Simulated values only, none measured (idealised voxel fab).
The process module that follows is named voxel self aligned contacts.
In the cross-section labelled cut, the width is 200 nm and each square cell is 5 nm.
Reading order for cross-sections: top band down to bottom band. Underlying form: a grid of square cells. Band size: one or more rows of cells.
First you get the band's top height and its bottom height, in nm, and then the materials it's made of, left to right, with each width in nm. If you see a single material with "throughout", that one covers the band edge to edge. "empty" is empty space.
Below 0: as-received wafer, all one material; heights counted from there. Lowest band: no bottom, goes on down, written "0 -> down".
Quick explanation for "30 to 40": the width changes in equal steps down the rows of cells, from the first number in the band's top row to the second number in its bottom row.
Key: "same as before" - step with no changed cell in the cross-section.
So "Internal closed voids" is basically the list of trapped voids: any empty space of 8 cells or more that can't reach the top through an opening. They're written width x height at distance, the distance being from the left edge, and it's all nm.
Note: text after step settings on the step line = simulator remark on that step.
The optional step-line setting "overlay nm" applies to steps with a mask and quantifies how far to the right of its planned location the mask lay, a negative value indicating leftward placement.

### Set out below are the planned steps of the process
1,RECEIVE [material Si]
2,OXIDIZE [depth nm 5]
3,DIRECTIONAL_DEP [material polySi] [thk nm 30]
4,DIRECTIONAL_DEP [material SiN] [thk nm 20]
5,MASKED_ETCH [tone cover] [mask id GATE] [width nm 30] [pitch nm 65] [etch materials SiN] [depth nm 20] [overlay nm 0]
6,MASKED_ETCH [tone cover] [mask id GATE] [width nm 30] [pitch nm 65] [etch materials polySi] [depth nm 30] [overlay nm 0]
7,CONFORMAL_DEP [material SiN] [thk nm 10]
8,DIRECTIONAL_ETCH [etch materials SiN] [depth nm 10]
9,FILL_DEP [material SiO2] [thk nm 20]
10,CMP [height nm 60]
11,PATTERN [tone open] [mask id CONTACT] [material resist] [width nm 45] [thk nm 20] [overlay nm 0]
12,DIRECTIONAL_ETCH [etch materials SiO2] [depth nm 65]
13,STRIP [etch materials resist]
14,CONFORMAL_DEP [material TiN] [thk nm 5]
15,FILL_DEP [material W] [thk nm 10]
16,CMP [height nm 60]
17,CONFORMAL_DEP [material SiN] [thk nm 5]

### What follows covers the first of two wafers; it ran as planned

### Cross-section of the wafer upon arrival, representing the state reached after step 1
0 -> down | Si throughout
Internal closed voids: none

### Take a look at the wafer's cross-section after step 2
0 -> -5 | SiO2 throughout
Below -5, no change.

### Take a look at the wafer's cross-section after step 3
30 -> 0 | polySi throughout
Below 0, no change.

### Take a look at the wafer's cross-section after step 4
50 -> 30 | SiN throughout
Below 30, no change.

### Take a look at the wafer's cross-section after step 5
50 -> 30 | 50 nm empty  30 nm SiN  35 nm empty  30 nm SiN  55 nm empty
Below 30, no change.

### Take a look at the wafer's cross-section after step 6
50 -> 30 | 50 nm empty  30 nm SiN  35 nm empty  30 nm SiN  55 nm empty
30 -> 0 | 50 nm empty  30 nm polySi  35 nm empty  30 nm polySi  55 nm empty
Below 0, no change.

### Take a look at the wafer's cross-section after step 7
60 -> 30 | 40 nm empty  50 nm SiN  15 nm empty  50 nm SiN  45 nm empty
30 -> 10 | 40 nm empty  10 nm SiN  30 nm polySi  10 nm SiN  15 nm empty  10 nm SiN  30 nm polySi  10 nm SiN  45 nm empty
10 -> 0 | 50 nm SiN  30 nm polySi  35 nm SiN  30 nm polySi  55 nm SiN
Below 0, no change.

### Take a look at the wafer's cross-section after step 8
50 -> 30 | 40 nm empty  50 nm SiN  15 nm empty  50 nm SiN  45 nm empty
30 -> 0 | 40 nm empty  10 nm SiN  30 nm polySi  10 nm SiN  15 nm empty  10 nm SiN  30 nm polySi  10 nm SiN  45 nm empty
Below 0, no change.

### Take a look at the wafer's cross-section after step 9
70 -> 50 | SiO2 throughout
50 -> 30 | 40 nm SiO2  50 nm SiN  15 nm SiO2  50 nm SiN  45 nm SiO2
30 -> 0 | 40 nm SiO2  10 nm SiN  30 nm polySi  10 nm SiN  15 nm SiO2  10 nm SiN  30 nm polySi  10 nm SiN  45 nm SiO2
Below 0, no change.

### Take a look at the wafer's cross-section after step 10
60 -> 50 | SiO2 throughout
Below 50, no change.

### Take a look at the wafer's cross-section after step 11
80 -> 60 | 75 nm resist  45 nm empty  80 nm resist
Below 60, no change.

### Take a look at the wafer's cross-section after step 12
80 -> 60 | 75 nm resist  45 nm empty  80 nm resist
60 -> 50 | 75 nm SiO2  45 nm empty  80 nm SiO2
50 -> 30 | 40 nm SiO2  50 nm SiN  15 nm empty  50 nm SiN  45 nm SiO2
30 -> 0 | 40 nm SiO2  10 nm SiN  30 nm polySi  10 nm SiN  15 nm empty  10 nm SiN  30 nm polySi  10 nm SiN  45 nm SiO2
0 -> -5 | 90 nm SiO2  15 nm empty  95 nm SiO2
Below -5, no change.

### Take a look at the wafer's cross-section after step 13
60 -> 50 | 75 nm SiO2  45 nm empty  80 nm SiO2
Below 50, no change.

### Take a look at the wafer's cross-section after step 14
65 -> 60 | 80 nm TiN  35 nm empty  85 nm TiN
60 -> 50 | 75 nm SiO2  5 to 20 nm TiN  35 to 5 nm empty  5 to 20 nm TiN  80 nm SiO2
50 -> 30 | 40 nm SiO2  50 nm SiN  5 nm TiN  5 nm empty  5 nm TiN  50 nm SiN  45 nm SiO2
30 -> 0 | 40 nm SiO2  10 nm SiN  30 nm polySi  10 nm SiN  5 nm TiN  5 nm empty  5 nm TiN  10 nm SiN  30 nm polySi  10 nm SiN  45 nm SiO2
0 -> -5 | 90 nm SiO2  15 nm TiN  95 nm SiO2
Below -5, no change.

### Take a look at the wafer's cross-section after step 15
75 -> 65 | W throughout
65 -> 60 | 80 nm TiN  35 nm W  85 nm TiN
60 -> 50 | 75 nm SiO2  5 to 20 nm TiN  35 to 5 nm W  5 to 20 nm TiN  80 nm SiO2
50 -> 30 | 40 nm SiO2  50 nm SiN  5 nm TiN  5 nm W  5 nm TiN  50 nm SiN  45 nm SiO2
30 -> 0 | 40 nm SiO2  10 nm SiN  30 nm polySi  10 nm SiN  5 nm TiN  5 nm W  5 nm TiN  10 nm SiN  30 nm polySi  10 nm SiN  45 nm SiO2
Below 0, no change.

### Take a look at the wafer's cross-section after step 16
60 -> 50 | 75 nm SiO2  5 to 20 nm TiN  35 to 5 nm W  5 to 20 nm TiN  80 nm SiO2
Below 50, no change.

### Take a look at the wafer's cross-section after step 17
65 -> 60 | SiN throughout
Below 60, no change.

### Second wafer, same starting conditions and recipe as the first, one mistake in executing it, nothing differs from the first up to and including step 15

Second wafer, cut view, end of step 16 per plan: same as before

### Second wafer, cut view, end of step 17 per plan
80 -> 75 | SiN throughout
Below 75, no change.
Against the plan, the run slipped here: plan step 16 never ran because it was skipped
Wrapping up, a cell-based count of both wafers puts the second over or under the first for these materials: TiN: 33 more; W: 87 more
